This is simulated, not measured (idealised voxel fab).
process module | voxel double patterning
cross-section cut | 295 nm wide | cells 5 nm
A cross-section is a grid of square cells, given in bands from the top down. A band is one or more rows of cells.
Each band's line starts with the height of the band's top and of its bottom, in nm. Then come its materials from left to right, each with its width in nm. One material with "throughout" fills the band from edge to edge. "air" is empty space.
Height 0 is the level under which the wafer as received is all one material. The lowest band goes on downwards, as in "0 down".
A width such as "30 to 40" changes by the same amount from each row of cells to the next, from the band's top row to its bottom row.
"no change" after a step means that no cell of the cross-section changed.
closed voids: empty space of 8 cells or more with no open way to the top, each as width x height at its distance from the left edge, in nm
after a step's settings: what the simulator itself notes on the step
overlay nm, on a step with a mask: how far to the right of its planned place the mask lay; to the left if negative
plan
1 op RECEIVE | material Si
2 op CONFORMAL_DEP | material SiO2 | thk nm 5
3 op DIRECTIONAL_DEP | material W | thk nm 20
4 op DIRECTIONAL_DEP | material SiN | thk nm 10
5 op MASKED_ETCH | tone open | mask id FIRST | width nm 15 | pitch nm 50 | etch materials SiN | depth nm 10 | overlay nm 0
6 op DIRECTIONAL_DEP | material aC | thk nm 10
7 op PATTERN | tone open | mask id SECOND | material resist | width nm 15 | pitch nm 50 | thk nm 30 | overlay nm 0
8 op DIRECTIONAL_ETCH | etch materials aC | depth nm 10
9 op STRIP | etch materials resist
10 op DIRECTIONAL_ETCH | etch materials SiN | depth nm 5
11 op STRIP | etch materials aC
12 op DIRECTIONAL_ETCH | etch materials W | depth nm 20
13 op STRIP | etch materials SiN
varied across the wafers: depth nm of step 10. The plan shows the first wafer's value. All wafers start alike
first wafer as received, after step 1
  0 down: Si throughout
  closed voids: none
first wafer at the end, after step 13
  25 to 5: W 90 | air 15 | W 35 | air 15 | W 35 | air 15 | W 90
  5 to 0: SiO2 throughout
  0 down: Si throughout
  closed voids: none
last wafer at the end
  25 to 5: W 90 | air 15 | W 10 | air 15 | W 10 | air 15 | W 10 | air 15 | W 10 | air 15 | W 90
  5 to 0: SiO2 throughout
  0 down: Si throughout
  closed voids: none
each wafer at the end: cells of each material gained (+) or lost (-) since it was received, then its closed voids
depth nm 5 | +59 SiO2 | +200 W | closed voids: none
depth nm 10 | +59 SiO2 | +176 W | closed voids: none
depth nm 15 | +59 SiO2 | +176 W | closed voids: none
depth nm 20 | +59 SiO2 | +176 W | closed voids: none
depth nm 25 | +59 SiO2 | +176 W | closed voids: none
